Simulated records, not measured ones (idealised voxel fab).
Title: Process Module voxel transistor to metal
Cross-section cut: width 180 nm, square cells of 5 nm.
A cross-section is written here as square cells arranged in a grid, and it is given in bands from the top down, each band taking up one or more rows of cells.
Band entry format. Leading values: height of top, height of bottom, nm. Remainder: materials in left-to-right order, each with its width in nm. Special words: "full width" on a single material, which then fills the band edge to edge; "blank", empty space.
Heights are measured from 0, the level below which the as-received wafer is all one material; the lowest band has no bottom and continues downward, written as in "0 down".
Width: "30->40" (first number = top row, second number = bottom row, same change from row to row of cells).
No cell of the cross-section changed in a step that is given as "all unchanged".
The entry titled "Enclosed cavities" provides the empty spaces that have no open way to the top, restricted to those of 8 cells or more. Each is presented as width x height at distance, the distance being measured from the left edge, with all three in nm.
It should be noted that, on the line of a given step, the content following the step's settings is a remark produced by the simulator itself with respect to that step.
overlay nm: right-of-plan distance of the mask on a masked step; negative values mean left-of-plan.
What follows is a series of pairs. Each pair shows a cross-section before one process step and the cross-section after it, and the after view is drawn only down to the lowest band that changed. Beneath each pair is the step that lies between the two, with its settings. Pairs may come from different runs of this module on the same starting wafer, so a pair continues from the one above it only where its entry headed "Pre-step geometry" says so.

[Pre-step geometry]
    90 to 85 = 50 of TiN  5 of blank  65 of TiN  5 of blank  55 of TiN
    85 to 55 = 45 of SiO2  5 of TiN  5 of blank  5 of TiN  55 of SiO2  5 of TiN  5 of blank  5 of TiN  50 of SiO2
    55 to 50 = 45 of SiCN  15 of TiN  55 of SiCN  15 of TiN  50 of SiCN
    50 to 35 = 45 of SiO2  5 of TiN  5 of Cu  5 of TiN  55 of SiO2  5 of TiN  5 of Cu  5 of TiN  50 of SiO2
    35 to 30 = 45 of SiCN  15 of TiN  55 of SiCN  15 of TiN  50 of SiCN
    30 to 15 = 45 of SiO2  5 of TiN  5 of W  5 of TiN  55 of SiO2  5 of TiN  5 of W  5 of TiN  50 of SiO2
    15 to 10 = 45 of SiO2  15 of TiN  5 of SiO2  10 of SiN  5 of HfO2  5 of TiN  5 of W  5 of TiN  5 of HfO2  10 of SiN  5 of SiO2  15 of TiN  50 of SiO2
    10 to 5 = 45 of SiO2  5 of TiN  15 of pSi  10 of SiN  5 of HfO2  5 of TiN  5 of W  5 of TiN  5 of HfO2  10 of SiN  15 of pSi  5 of TiN  50 of SiO2
    5 to 0 = 45 of SiO2  5 of TiN  15 of pSi  10 of SiN  5 of HfO2  15 of TiN  5 of HfO2  10 of SiN  15 of pSi  5 of TiN  50 of SiO2
    0 to -5 = 45 of SiO2  5 of TiN  15 of pSi  5 of SiO2  35 of HfO2  5 of SiO2  15 of pSi  5 of TiN  50 of SiO2
    -5 to -20 = 40 of SiO2  25 of pSi  45 of Si  25 of pSi  45 of SiO2
    -20 to -40 = 40 of SiO2  95 of Si  45 of SiO2
    -40 down = Si full width
    Enclosed cavities: none

[Resulting Cross-Section]
    100 to 90 = Cu full width
    90 to 85 = 50 of TiN  5 of Cu  65 of TiN  5 of Cu  55 of TiN
    85 to 55 = 45 of SiO2  5 of TiN  5 of Cu  5 of TiN  55 of SiO2  5 of TiN  5 of Cu  5 of TiN  50 of SiO2
    For the remainder of the cross-section, below 55, there is no change.
    Enclosed cavities: none
Applied between the two views above: FILL_DEP [material Cu] [thk nm 10]

Pre-step geometry: starting point is the after cross-section of the pair just above.

[Resulting Cross-Section]
    85 to 55 = 45 of SiO2  5 of TiN  5 of Cu  5 of TiN  55 of SiO2  5 of TiN  5 of Cu  5 of TiN  50 of SiO2
    For the remainder of the cross-section, below 55, there is no change.
    Enclosed cavities: none
Applied between the two views above: CMP [height nm 85]

Pre-step geometry: starting point is the after cross-section of the pair just above.

[Resulting Cross-Section]
    90 to 85 = SiN full width
    For the remainder of the cross-section, below 85, there is no change.
    Enclosed cavities: none
Applied between the two views above: CONFORMAL_DEP [material SiN] [thk nm 5]

[Pre-step geometry]
    45 to 35 = W full width
    35 to 30 = 50 of TiN  5 of W  65 of TiN  5 of W  55 of TiN
    30 to 15 = 45 of SiO2  5 of TiN  5 of W  5 of TiN  55 of SiO2  5 of TiN  5 of W  5 of TiN  50 of SiO2
    15 to 10 = 45 of SiO2  15 of TiN  5 of SiO2  10 of SiN  5 of HfO2  5 of TiN  5 of W  5 of TiN  5 of HfO2  10 of SiN  5 of SiO2  15 of TiN  50 of SiO2
    10 to 5 = 45 of SiO2  5 of TiN  15 of pSi  10 of SiN  5 of HfO2  5 of TiN  5 of W  5 of TiN  5 of HfO2  10 of SiN  15 of pSi  5 of TiN  50 of SiO2
    5 to 0 = 45 of SiO2  5 of TiN  15 of pSi  10 of SiN  5 of HfO2  15 of TiN  5 of HfO2  10 of SiN  15 of pSi  5 of TiN  50 of SiO2
    0 to -5 = 45 of SiO2  5 of TiN  15 of pSi  5 of SiO2  35 of HfO2  5 of SiO2  15 of pSi  5 of TiN  50 of SiO2
    -5 to -20 = 40 of SiO2  25 of pSi  45 of Si  25 of pSi  45 of SiO2
    -20 to -40 = 40 of SiO2  95 of Si  45 of SiO2
    -40 down = Si full width
    Enclosed cavities: none

[Resulting Cross-Section]
    50 to 45 = SiCN full width
    For the remainder of the cross-section, below 45, there is no change.
    Enclosed cavities: none
Applied between the two views above: CONFORMAL_DEP [material SiCN] [thk nm 5]

Pre-step geometry: starting point is the after cross-section of the pair just above.

[Resulting Cross-Section]
    65 to 50 = SiO2 full width
    For the remainder of the cross-section, below 50, there is no change.
    Enclosed cavities: none
Applied between the two views above: DIRECTIONAL_DEP [material SiO2] [thk nm 15]

Pre-step geometry: starting point is the after cross-section of the pair just above.

[Resulting Cross-Section]
    80 to 65 = aC full width
    For the remainder of the cross-section, below 65, there is no change.
    Enclosed cavities: none
Applied between the two views above: DIRECTIONAL_DEP [material aC] [thk nm 15]

Pre-step geometry: starting point is the after cross-section of the pair just above.

[Resulting Cross-Section]
    110 to 80 = 45 of resist  15 of blank  55 of resist  15 of blank  50 of resist
    For the remainder of the cross-section, below 80, there is no change.
    Enclosed cavities: none
Applied between the two views above: PATTERN [tone open] [mask id METAL_1] [material resist] [width nm 15] [pitch nm 70] [thk nm 30] [overlay nm 0]

Pre-step geometry: starting point is the after cross-section of the pair just above.

[Resulting Cross-Section]
    95 to 80 = 45 of resist  15 of blank  55 of resist  15 of blank  50 of resist
    80 to 65 = 45 of aC  15 of blank  55 of aC  15 of blank  50 of aC
    For the remainder of the cross-section, below 65, there is no change.
    Enclosed cavities: none
Applied between the two views above: DIRECTIONAL_ETCH [etch materials aC] [depth nm 15]

Pre-step geometry: starting point is the after cross-section of the pair just above.

[Resulting Cross-Section]
    80 to 65 = 45 of aC  15 of blank  55 of aC  15 of blank  50 of aC
    For the remainder of the cross-section, below 65, there is no change.
    Enclosed cavities: none
Applied between the two views above: STRIP [etch materials resist]

Pre-step geometry: starting point is the after cross-section of the pair just above.

[Resulting Cross-Section]
    80 to 65 = 45 of aC  15 of blank  55 of aC  15 of blank  50 of aC
    65 to 50 = 45 of SiO2  15 of blank  55 of SiO2  15 of blank  50 of SiO2
    For the remainder of the cross-section, below 50, there is no change.
    Enclosed cavities: none
Applied between the two views above: DIRECTIONAL_ETCH [etch materials SiO2] [depth nm 15]

Pre-step geometry: starting point is the after cross-section of the pair just above.

[Resulting Cross-Section]
    80 to 65 = 45 of aC  15 of blank  55 of aC  15 of blank  50 of aC
    65 to 50 = 45 of SiO2  15 of blank  55 of SiO2  15 of blank  50 of SiO2
    50 to 45 = 45 of SiCN  15 of blank  55 of SiCN  15 of blank  50 of SiCN
    For the remainder of the cross-section, below 45, there is no change.
    Enclosed cavities: none
Applied between the two views above: DIRECTIONAL_ETCH [etch materials SiCN] [depth nm 5]

Pre-step geometry: starting point is the after cross-section of the pair just above.

[Resulting Cross-Section]
    65 to 50 = 45 of SiO2  15 of blank  55 of SiO2  15 of blank  50 of SiO2
    For the remainder of the cross-section, below 50, there is no change.
    Enclosed cavities: none
Applied between the two views above: STRIP [etch materials aC]

Pre-step geometry: starting point is the after cross-section of the pair just above.

[Resulting Cross-Section]
    70 to 65 = 50 of TiN  5 of blank  65 of TiN  5 of blank  55 of TiN
    65 to 50 = 45 of SiO2  5 of TiN  5 of blank  5 of TiN  55 of SiO2  5 of TiN  5 of blank  5 of TiN  50 of SiO2
    50 to 45 = 45 of SiCN  15 of TiN  55 of SiCN  15 of TiN  50 of SiCN
    For the remainder of the cross-section, below 45, there is no change.
    Enclosed cavities: none
Applied between the two views above: CONFORMAL_DEP [material TiN] [thk nm 5]

Pre-step geometry: starting point is the after cross-section of the pair just above.

[Resulting Cross-Section]
    80 to 70 = Cu full width
    70 to 65 = 50 of TiN  5 of Cu  65 of TiN  5 of Cu  55 of TiN
    65 to 50 = 45 of SiO2  5 of TiN  5 of Cu  5 of TiN  55 of SiO2  5 of TiN  5 of Cu  5 of TiN  50 of SiO2
    For the remainder of the cross-section, below 50, there is no change.
    Enclosed cavities: none
Applied between the two views above: FILL_DEP [material Cu] [thk nm 10]

Pre-step geometry: starting point is the after cross-section of the pair just above.

[Resulting Cross-Section]
    50 to 45 = 45 of SiCN  15 of TiN  55 of SiCN  15 of TiN  50 of SiCN
    For the remainder of the cross-section, below 45, there is no change.
    Enclosed cavities: none
Applied between the two views above: CMP [height nm 50]

Pre-step geometry: starting point is the after cross-section of the pair just above.

[Resulting Cross-Section]
    55 to 50 = SiCN full width
    For the remainder of the cross-section, below 50, there is no change.
    Enclosed cavities: none
Applied between the two views above: CONFORMAL_DEP [material SiCN] [thk nm 5]

Pre-step geometry: starting point is the after cross-section of the pair just above.

[Resulting Cross-Section]
    85 to 55 = SiO2 full width
    For the remainder of the cross-section, below 55, there is no change.
    Enclosed cavities: none
Applied between the two views above: DIRECTIONAL_DEP [material SiO2] [thk nm 30]

Pre-step geometry: starting point is the after cross-section of the pair just above.

[Resulting Cross-Section]
    100 to 85 = aC full width
    For the remainder of the cross-section, below 85, there is no change.
    Enclosed cavities: none
Applied between the two views above: DIRECTIONAL_DEP [material aC] [thk nm 15]

Pre-step geometry: starting point is the after cross-section of the pair just above.

[Resulting Cross-Section]
    135 to 100 = 45 of resist  15 of blank  55 of resist  15 of blank  50 of resist
    For the remainder of the cross-section, below 100, there is no change.
    Enclosed cavities: none
Applied between the two views above: PATTERN [tone open] [mask id METAL_2] [material resist] [width nm 15] [pitch nm 70] [thk nm 35] [overlay nm 0]

Pre-step geometry: starting point is the after cross-section of the pair just above.

[Resulting Cross-Section]
    120 to 100 = 45 of resist  15 of blank  55 of resist  15 of blank  50 of resist
    100 to 85 = 45 of aC  15 of blank  55 of aC  15 of blank  50 of aC
    For the remainder of the cross-section, below 85, there is no change.
    Enclosed cavities: none
Applied between the two views above: DIRECTIONAL_ETCH [etch materials aC] [depth nm 15]

Pre-step geometry: starting point is the after cross-section of the pair just above.

[Resulting Cross-Section]
    100 to 85 = 45 of aC  15 of blank  55 of aC  15 of blank  50 of aC
    For the remainder of the cross-section, below 85, there is no change.
    Enclosed cavities: none
Applied between the two views above: STRIP [etch materials resist]

Pre-step geometry: starting point is the after cross-section of the pair just above.

[Resulting Cross-Section]
    100 to 85 = 45 of aC  15 of blank  55 of aC  15 of blank  50 of aC
    85 to 65 = 45 of SiO2  15 of blank  55 of SiO2  15 of blank  50 of SiO2
    For the remainder of the cross-section, below 65, there is no change.
    Enclosed cavities: none
Applied between the two views above: DIRECTIONAL_ETCH [etch materials SiO2] [depth nm 20]

Pre-step geometry: starting point is the after cross-section of the pair just above.

[Resulting Cross-Section]
    85 to 65 = 45 of SiO2  15 of blank  55 of SiO2  15 of blank  50 of SiO2
    For the remainder of the cross-section, below 65, there is no change.
    Enclosed cavities: none
Applied between the two views above: STRIP [etch materials aC]

Pre-step geometry: starting point is the after cross-section of the pair just above.

[Resulting Cross-Section]
    100 to 85 = 45 of aC  15 of blank  55 of aC  15 of blank  50 of aC
    85 to 80 = 45 of SiO2  15 of blank  55 of SiO2  15 of blank  50 of SiO2
    80 to 65 = 45 of SiO2  15 of aC  55 of SiO2  15 of aC  50 of SiO2
    For the remainder of the cross-section, below 65, there is no change.
    Enclosed cavities: none
Applied between the two views above: DIRECTIONAL_DEP [material aC] [thk nm 15]

Pre-step geometry: starting point is the after cross-section of the pair just above.

[Resulting Cross-Section]
    135 to 100 = 45 of resist  15 of blank  55 of resist  15 of blank  50 of resist
    For the remainder of the cross-section, below 100, there is no change.
    Enclosed cavities: none
Applied between the two views above: PATTERN [tone open] [mask id METAL_2_HOLES] [material resist] [width nm 15] [pitch nm 70] [thk nm 35] [overlay nm 0]

Pre-step geometry: starting point is the after cross-section of the pair just above.

[Resulting Cross-Section]
    120 to 100 = 45 of resist  15 of blank  55 of resist  15 of blank  50 of resist
    100 to 85 = 45 of aC  15 of blank  55 of aC  15 of blank  50 of aC
    85 to 65 = 45 of SiO2  15 of blank  55 of SiO2  15 of blank  50 of SiO2
    For the remainder of the cross-section, below 65, there is no change.
    Enclosed cavities: none
Applied between the two views above: DIRECTIONAL_ETCH [etch materials aC] [depth nm 15]

Pre-step geometry: starting point is the after cross-section of the pair just above.

[Resulting Cross-Section]
    100 to 85 = 45 of aC  15 of blank  55 of aC  15 of blank  50 of aC
    For the remainder of the cross-section, below 85, there is no change.
    Enclosed cavities: none
Applied between the two views above: STRIP [etch materials resist]

Pre-step geometry: starting point is the after cross-section of the pair just above.

[Resulting Cross-Section]
    100 to 85 = 45 of aC  15 of blank  55 of aC  15 of blank  50 of aC
    85 to 55 = 45 of SiO2  15 of blank  55 of SiO2  15 of blank  50 of SiO2
    For the remainder of the cross-section, below 55, there is no change.
    Enclosed cavities: none
Applied between the two views above: DIRECTIONAL_ETCH [etch materials SiO2] [depth nm 10]

Pre-step geometry: starting point is the after cross-section of the pair just above.

[Resulting Cross-Section]
    100 to 85 = 45 of aC  15 of blank  55 of aC  15 of blank  50 of aC
    85 to 55 = 45 of SiO2  15 of blank  55 of SiO2  15 of blank  50 of SiO2
    55 to 50 = 45 of SiCN  15 of blank  55 of SiCN  15 of blank  50 of SiCN
    For the remainder of the cross-section, below 50, there is no change.
    Enclosed cavities: none
Applied between the two views above: DIRECTIONAL_ETCH [etch materials SiCN] [depth nm 5]

Pre-step geometry: starting point is the after cross-section of the pair just above.

[Resulting Cross-Section]
    85 to 55 = 45 of SiO2  15 of blank  55 of SiO2  15 of blank  50 of SiO2
    For the remainder of the cross-section, below 55, there is no change.
    Enclosed cavities: none
Applied between the two views above: STRIP [etch materials aC]

Pre-step geometry: starting point is the after cross-section of the pair just above.

[Resulting Cross-Section]
    90 to 85 = 50 of TiN  5 of blank  65 of TiN  5 of blank  55 of TiN
    85 to 55 = 45 of SiO2  5 of TiN  5 of blank  5 of TiN  55 of SiO2  5 of TiN  5 of blank  5 of TiN  50 of SiO2
    55 to 45 = 45 of SiCN  15 of TiN  55 of SiCN  15 of TiN  50 of SiCN
    For the remainder of the cross-section, below 45, there is no change.
    Enclosed cavities: none
Applied between the two views above: CONFORMAL_DEP [material TiN] [thk nm 5]

Pre-step geometry: starting point is the after cross-section of the pair just above.

[Resulting Cross-Section]
    100 to 90 = Cu full width
    90 to 85 = 50 of TiN  5 of Cu  65 of TiN  5 of Cu  55 of TiN
    85 to 55 = 45 of SiO2  5 of TiN  5 of Cu  5 of TiN  55 of SiO2  5 of TiN  5 of Cu  5 of TiN  50 of SiO2
    For the remainder of the cross-section, below 55, there is no change.
    Enclosed cavities: none
Applied between the two views above: FILL_DEP [material Cu] [thk nm 10]

Pre-step geometry: starting point is the after cross-section of the pair just above.

[Resulting Cross-Section]
    85 to 55 = 45 of SiO2  5 of TiN  5 of Cu  5 of TiN  55 of SiO2  5 of TiN  5 of Cu  5 of TiN  50 of SiO2
    For the remainder of the cross-section, below 55, there is no change.
    Enclosed cavities: none
Applied between the two views above: CMP [height nm 85]

Pre-step geometry: starting point is the after cross-section of the pair just above.

[Resulting Cross-Section]
    90 to 85 = SiN full width
    For the remainder of the cross-section, below 85, there is no change.
    Enclosed cavities: none
Applied between the two views above: CONFORMAL_DEP [material SiN] [thk nm 5]

[Pre-step geometry]
    30 to 20 = 65 of blank  10 of SiN  25 of SiCN  10 of SiN  70 of blank
    20 to 10 = 65 of blank  10 of SiN  25 of polySi  10 of SiN  70 of blank
    10 to 0 = 50 of blank  15 of pSi  10 of SiN  25 of polySi  10 of SiN  15 of pSi  55 of blank
    0 to -5 = 50 of blank  15 of pSi  45 of SiO2  15 of pSi  55 of blank
    -5 to -20 = 40 of SiO2  25 of pSi  45 of Si  25 of pSi  45 of SiO2
    -20 to -40 = 40 of SiO2  95 of Si  45 of SiO2
    -40 down = Si full width
    Enclosed cavities: none

[Resulting Cross-Section]
    30 to 25 = 65 of blank  10 of SiN  25 of SiCN  10 of SiN  70 of blank
    25 to 20 = 35 of blank  30 of pSi  10 of SiN  25 of SiCN  10 of SiN  30 of pSi  40 of blank
    20 to 10 = 35 of blank  30 of pSi  10 of SiN  25 of polySi  10 of SiN  30 of pSi  40 of blank
    10 to 0 = 25 of blank  40 of pSi  10 of SiN  25 of polySi  10 of SiN  40 of pSi  30 of blank
    0 to -5 = 25 of blank  40 of pSi  45 of SiO2  40 of pSi  30 of blank
    For the remainder of the cross-section, below -5, there is no change.
    Enclosed cavities: none
Applied between the two views above: EPI [material pSi] [thk nm 15]

Pre-step geometry: starting point is the after cross-section of the pair just above.

[Resulting Cross-Section]
    35 to 30 = SiO2 full width
    30 to 25 = 65 of SiO2  10 of SiN  25 of SiCN  10 of SiN  70 of SiO2
    25 to 20 = 35 of SiO2  30 of pSi  10 of SiN  25 of SiCN  10 of SiN  30 of pSi  40 of SiO2
    20 to 10 = 35 of SiO2  30 of pSi  10 of SiN  25 of polySi  10 of SiN  30 of pSi  40 of SiO2
    10 to 0 = 25 of SiO2  40 of pSi  10 of SiN  25 of polySi  10 of SiN  40 of pSi  30 of SiO2
    0 to -5 = 25 of SiO2  40 of pSi  45 of SiO2  40 of pSi  30 of SiO2
    For the remainder of the cross-section, below -5, there is no change.
    Enclosed cavities: none
Applied between the two views above: FILL_DEP [material SiO2] [thk nm 5]

Pre-step geometry: starting point is the after cross-section of the pair just above.

[Resulting Cross-Section]
    20 to 10 = 35 of SiO2  30 of pSi  10 of SiN  25 of polySi  10 of SiN  30 of pSi  40 of SiO2
    For the remainder of the cross-section, below 10, there is no change.
    Enclosed cavities: none
Applied between the two views above: CMP [height nm 20]

Pre-step geometry: starting point is the after cross-section of the pair just above.

[Resulting Cross-Section]
    20 to 10 = 35 of SiO2  30 of pSi  10 of SiN  25 of blank  10 of SiN  30 of pSi  40 of SiO2
    10 to 0 = 25 of SiO2  40 of pSi  10 of SiN  25 of blank  10 of SiN  40 of pSi  30 of SiO2
    For the remainder of the cross-section, below 0, there is no change.
    Enclosed cavities: none
Applied between the two views above: STRIP [etch materials polySi]

Pre-step geometry: starting point is the after cross-section of the pair just above.

[Resulting Cross-Section]
    20 to 15 = 35 of blank  30 of pSi  10 of SiN  25 of blank  10 of SiN  30 of pSi  40 of blank
    15 to 10 = 35 of SiO2  30 of pSi  10 of SiN  25 of blank  10 of SiN  30 of pSi  40 of SiO2
    10 to 0 = 25 of SiO2  40 of pSi  10 of SiN  25 of blank  10 of SiN  40 of pSi  30 of SiO2
    0 to -5 = 25 of SiO2  40 of pSi  5 of SiO2  35 of blank  5 of SiO2  40 of pSi  30 of SiO2
    For the remainder of the cross-section, below -5, there is no change.
    Enclosed cavities: none
Applied between the two views above: SELECTIVE_ETCH [etch materials SiO2] [depth nm 5]

Pre-step geometry: starting point is the after cross-section of the pair just above.

[Resulting Cross-Section]
    25 to 20 = 30 of blank  50 of HfO2  15 of blank  50 of HfO2  35 of blank
    20 to 15 = 35 of HfO2  30 of pSi  10 of SiN  5 of HfO2  15 of blank  5 of HfO2  10 of SiN  30 of pSi  40 of HfO2
    15 to 10 = 35 of SiO2  30 of pSi  10 of SiN  5 of HfO2  15 of blank  5 of HfO2  10 of SiN  30 of pSi  40 of SiO2
    10 to 0 = 25 of SiO2  40 of pSi  10 of SiN  5 of HfO2  15 of blank  5 of HfO2  10 of SiN  40 of pSi  30 of SiO2
    0 to -5 = 25 of SiO2  40 of pSi  5 of SiO2  35 of HfO2  5 of SiO2  40 of pSi  30 of SiO2
    For the remainder of the cross-section, below -5, there is no change.
    Enclosed cavities: none
Applied between the two views above: CONFORMAL_DEP [material HfO2] [thk nm 5]

Pre-step geometry: starting point is the after cross-section of the pair just above.

[Resulting Cross-Section]
    30 to 25 = 25 of blank  60 of TiN  5 of blank  60 of TiN  30 of blank
    25 to 20 = 30 of TiN  50 of HfO2  5 of TiN  5 of blank  5 of TiN  50 of HfO2  35 of TiN
    20 to 15 = 35 of HfO2  30 of pSi  10 of SiN  5 of HfO2  5 of TiN  5 of blank  5 of TiN  5 of HfO2  10 of SiN  30 of pSi  40 of HfO2
    15 to 5 = 35->25 of SiO2  30->40 of pSi  10 of SiN  5 of HfO2  5 of TiN  5 of blank  5 of TiN  5 of HfO2  10 of SiN  30->40 of pSi  40->30 of SiO2
    5 to 0 = 25 of SiO2  40 of pSi  10 of SiN  5 of HfO2  15 of TiN  5 of HfO2  10 of SiN  40 of pSi  30 of SiO2
    For the remainder of the cross-section, below 0, there is no change.
    Enclosed cavities: none
Applied between the two views above: CONFORMAL_DEP [material TiN] [thk nm 5]

Pre-step geometry: starting point is the after cross-section of the pair just above.

[Resulting Cross-Section]
    35 to 30 = W full width
    30 to 25 = 25 of W  60 of TiN  5 of W  60 of TiN  30 of W
    25 to 20 = 30 of TiN  50 of HfO2  5 of TiN  5 of W  5 of TiN  50 of HfO2  35 of TiN
    20 to 15 = 35 of HfO2  30 of pSi  10 of SiN  5 of HfO2  5 of TiN  5 of W  5 of TiN  5 of HfO2  10 of SiN  30 of pSi  40 of HfO2
    15 to 5 = 35->25 of SiO2  30->40 of pSi  10 of SiN  5 of HfO2  5 of TiN  5 of W  5 of TiN  5 of HfO2  10 of SiN  30->40 of pSi  40->30 of SiO2
    For the remainder of the cross-section, below 5, there is no change.
    Enclosed cavities: none
Applied between the two views above: FILL_DEP [material W] [thk nm 5]

Pre-step geometry: starting point is the after cross-section of the pair just above.

[Resulting Cross-Section]
    15 to 5 = 35->25 of SiO2  30->40 of pSi  10 of SiN  5 of HfO2  5 of TiN  5 of W  5 of TiN  5 of HfO2  10 of SiN  30->40 of pSi  40->30 of SiO2
    For the remainder of the cross-section, below 5, there is no change.
    Enclosed cavities: none
Applied between the two views above: CMP [height nm 15]

Pre-step geometry: starting point is the after cross-section of the pair just above.

[Resulting Cross-Section]
    30 to 15 = SiO2 full width
    For the remainder of the cross-section, below 15, there is no change.
    Enclosed cavities: none
Applied between the two views above: DIRECTIONAL_DEP [material SiO2] [thk nm 15]

Pre-step geometry: starting point is the after cross-section of the pair just above.

[Resulting Cross-Section]
    40 to 30 = aC full width
    For the remainder of the cross-section, below 30, there is no change.
    Enclosed cavities: none
Applied between the two views above: DIRECTIONAL_DEP [material aC] [thk nm 10]

Pre-step geometry: starting point is the after cross-section of the pair just above.

[Resulting Cross-Section]
    70 to 40 = 45 of resist  15 of blank  55 of resist  15 of blank  50 of resist
    For the remainder of the cross-section, below 40, there is no change.
    Enclosed cavities: none
Applied between the two views above: PATTERN [tone open] [mask id CONTACT] [material resist] [width nm 15] [pitch nm 70] [thk nm 30] [overlay nm 0]

Pre-step geometry: starting point is the after cross-section of the pair just above.

[Resulting Cross-Section]
    60 to 40 = 45 of resist  15 of blank  55 of resist  15 of blank  50 of resist
    40 to 30 = 45 of aC  15 of blank  55 of aC  15 of blank  50 of aC
    For the remainder of the cross-section, below 30, there is no change.
    Enclosed cavities: none
Applied between the two views above: DIRECTIONAL_ETCH [etch materials aC] [depth nm 10]

Pre-step geometry: starting point is the after cross-section of the pair just above.

[Resulting Cross-Section]
    40 to 30 = 45 of aC  15 of blank  55 of aC  15 of blank  50 of aC
    For the remainder of the cross-section, below 30, there is no change.
    Enclosed cavities: none
Applied between the two views above: STRIP [etch materials resist]

Pre-step geometry: starting point is the after cross-section of the pair just above.

[Resulting Cross-Section]
    40 to 30 = 45 of aC  15 of blank  55 of aC  15 of blank  50 of aC
    30 to 15 = 45 of SiO2  15 of blank  55 of SiO2  15 of blank  50 of SiO2
    For the remainder of the cross-section, below 15, there is no change.
    Enclosed cavities: none
Applied between the two views above: DIRECTIONAL_ETCH [etch materials SiO2] [depth nm 35]

Pre-step geometry: starting point is the after cross-section of the pair just above.

[Resulting Cross-Section]
    30 to 15 = 45 of SiO2  15 of blank  55 of SiO2  15 of blank  50 of SiO2
    For the remainder of the cross-section, below 15, there is no change.
    Enclosed cavities: none
Applied between the two views above: STRIP [etch materials aC]

Pre-step geometry: starting point is the after cross-section of the pair just above.

[Resulting Cross-Section]
    35 to 30 = 50 of TiN  5 of blank  65 of TiN  5 of blank  55 of TiN
    30 to 20 = 45 of SiO2  5 of TiN  5 of blank  5 of TiN  55 of SiO2  5 of TiN  5 of blank  5 of TiN  50 of SiO2
    20 to 15 = 45 of SiO2  15 of TiN  55 of SiO2  15 of TiN  50 of SiO2
    For the remainder of the cross-section, below 15, there is no change.
    Enclosed cavities: none
Applied between the two views above: CONFORMAL_DEP [material TiN] [thk nm 5]

Pre-step geometry: starting point is the after cross-section of the pair just above.

[Resulting Cross-Section]
    45 to 35 = W full width
    35 to 30 = 50 of TiN  5 of W  65 of TiN  5 of W  55 of TiN
    30 to 20 = 45 of SiO2  5 of TiN  5 of W  5 of TiN  55 of SiO2  5 of TiN  5 of W  5 of TiN  50 of SiO2
    For the remainder of the cross-section, below 20, there is no change.
    Enclosed cavities: none
Applied between the two views above: FILL_DEP [material W] [thk nm 10]

Pre-step geometry: starting point is the after cross-section of the pair just above.

[Resulting Cross-Section]
    30 to 20 = 45 of SiO2  5 of TiN  5 of W  5 of TiN  55 of SiO2  5 of TiN  5 of W  5 of TiN  50 of SiO2
    For the remainder of the cross-section, below 20, there is no change.
    Enclosed cavities: none
Applied between the two views above: CMP [height nm 30]

Pre-step geometry: starting point is the after cross-section of the pair just above.

[Resulting Cross-Section]
    35 to 30 = SiCN full width
    For the remainder of the cross-section, below 30, there is no change.
    Enclosed cavities: none
Applied between the two views above: CONFORMAL_DEP [material SiCN] [thk nm 5]

Pre-step geometry: starting point is the after cross-section of the pair just above.

[Resulting Cross-Section]
    50 to 35 = SiO2 full width
    For the remainder of the cross-section, below 35, there is no change.
    Enclosed cavities: none
Applied between the two views above: DIRECTIONAL_DEP [material SiO2] [thk nm 15]

Pre-step geometry: starting point is the after cross-section of the pair just above.

[Resulting Cross-Section]
    65 to 50 = aC full width
    For the remainder of the cross-section, below 50, there is no change.
    Enclosed cavities: none
Applied between the two views above: DIRECTIONAL_DEP [material aC] [thk nm 15]

Pre-step geometry: starting point is the after cross-section of the pair just above.

[Resulting Cross-Section]
    95 to 65 = 45 of resist  15 of blank  55 of resist  15 of blank  50 of resist
    For the remainder of the cross-section, below 65, there is no change.
    Enclosed cavities: none
Applied between the two views above: PATTERN [tone open] [mask id METAL_1] [material resist] [width nm 15] [pitch nm 70] [thk nm 30] [overlay nm 0]

Pre-step geometry: starting point is the after cross-section of the pair just above.

[Resulting Cross-Section]
    80 to 65 = 45 of resist  15 of blank  55 of resist  15 of blank  50 of resist
    65 to 50 = 45 of aC  15 of blank  55 of aC  15 of blank  50 of aC
    For the remainder of the cross-section, below 50, there is no change.
    Enclosed cavities: none
Applied between the two views above: DIRECTIONAL_ETCH [etch materials aC] [depth nm 15]

Pre-step geometry: starting point is the after cross-section of the pair just above.

[Resulting Cross-Section]
    65 to 50 = 45 of aC  15 of blank  55 of aC  15 of blank  50 of aC
    For the remainder of the cross-section, below 50, there is no change.
    Enclosed cavities: none
Applied between the two views above: STRIP [etch materials resist]

Pre-step geometry: starting point is the after cross-section of the pair just above.

[Resulting Cross-Section]
    65 to 50 = 45 of aC  15 of blank  55 of aC  15 of blank  50 of aC
    50 to 35 = 45 of SiO2  15 of blank  55 of SiO2  15 of blank  50 of SiO2
    For the remainder of the cross-section, below 35, there is no change.
    Enclosed cavities: none
Applied between the two views above: DIRECTIONAL_ETCH [etch materials SiO2] [depth nm 15]

Pre-step geometry: starting point is the after cross-section of the pair just above.

[Resulting Cross-Section]
    65 to 50 = 45 of aC  15 of blank  55 of aC  15 of blank  50 of aC
    50 to 35 = 45 of SiO2  15 of blank  55 of SiO2  15 of blank  50 of SiO2
    35 to 30 = 45 of SiCN  15 of blank  55 of SiCN  15 of blank  50 of SiCN
    For the remainder of the cross-section, below 30, there is no change.
    Enclosed cavities: none
Applied between the two views above: DIRECTIONAL_ETCH [etch materials SiCN] [depth nm 5]

Pre-step geometry: starting point is the after cross-section of the pair just above.

[Resulting Cross-Section]
    50 to 35 = 45 of SiO2  15 of blank  55 of SiO2  15 of blank  50 of SiO2
    For the remainder of the cross-section, below 35, there is no change.
    Enclosed cavities: none
Applied between the two views above: STRIP [etch materials aC]

Pre-step geometry: starting point is the after cross-section of the pair just above.

[Resulting Cross-Section]
    55 to 50 = 50 of TiN  5 of blank  65 of TiN  5 of blank  55 of TiN
    50 to 35 = 45 of SiO2  5 of TiN  5 of blank  5 of TiN  55 of SiO2  5 of TiN  5 of blank  5 of TiN  50 of SiO2
    35 to 30 = 45 of SiCN  15 of TiN  55 of SiCN  15 of TiN  50 of SiCN
    For the remainder of the cross-section, below 30, there is no change.
    Enclosed cavities: none
Applied between the two views above: CONFORMAL_DEP [material TiN] [thk nm 5]

Pre-step geometry: starting point is the after cross-section of the pair just above.

[Resulting Cross-Section]
    65 to 55 = Cu full width
    55 to 50 = 50 of TiN  5 of Cu  65 of TiN  5 of Cu  55 of TiN
    50 to 35 = 45 of SiO2  5 of TiN  5 of Cu  5 of TiN  55 of SiO2  5 of TiN  5 of Cu  5 of TiN  50 of SiO2
    For the remainder of the cross-section, below 35, there is no change.
    Enclosed cavities: none
Applied between the two views above: FILL_DEP [material Cu] [thk nm 10]
